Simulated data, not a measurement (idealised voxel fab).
The following is a process module called voxel lift off.
Square cell edge 5 nm, section width 270 nm, ID cut.
In what follows, cross-sections appear as grids of square cells, described through bands that run from the top down, where every band is one or more rows of cells.
Band: top and bottom heights (nm) first, top before bottom; then materials from left to right, widths in nm. "everywhere" marks a sole material filling the band edge to edge. "air" denotes empty space.
Height 0 is the level under which the wafer as received is all one material. The lowest band goes on downwards, as in "0 -> down".
The width entry "30..40" should be interpreted row by row: the top row of cells in the band takes the first number, the bottom row takes the second number, and the change between adjacent rows is uniform throughout.
Where the words "remained unchanged" appear for a step, the cross-section shows no cell changed by that step; every cell remained as before.
In the "closed voids" entry, you get each enclosed empty space of 8 cells or more, one with no open way to the top, written width x height at distance, distance from the left edge, in nm.
It should be noted that, on the line of a given step, the content following the step's settings is a remark produced by the simulator itself with respect to that step.
"overlay nm", when on a step's line for a step with a mask, measures how far to the right of its planned place the mask lay; a negative measure means to the left.
[Planned step list for the process]
1) RECEIVE (material Si)
2) CONFORMAL_DEP (material SiO2; thk nm 5)
3) PATTERN (tone open; mask id LINES; material resist; width nm 25; pitch nm 50; thk nm 30; overlay nm 0)
4) DIRECTIONAL_DEP (material Ru; thk nm 15)
5) STRIP (etch materials resist)
6) CONFORMAL_DEP (material SiO2; thk nm 10)
[Cross-section of the wafer at receipt, which is the condition after step 1]
    0 -> down: Si everywhere
    closed voids: none
[One mistake in running the module, otherwise start and plan as above: cross-section at the end]
    25 -> 15: air=35; SiO2=45; air=5; SiO2=45; air=5; SiO2=45; air=5; SiO2=45; air=40
    15 -> 10: air=35; SiO2=10; Ru=25; SiO2=10; air=5; SiO2=10; Ru=25; SiO2=10; air=5; SiO2=10; Ru=25; SiO2=10; air=5; SiO2=10; Ru=25; SiO2=10; air=40
    10 -> 0: SiO2=45; Ru=25; SiO2=25; Ru=25; SiO2=25; Ru=25; SiO2=25; Ru=25; SiO2=50
    0 -> down: Si everywhere
    closed voids: none
What was done differently from what was planned? step 2 from the plan never happened, it was just skipped
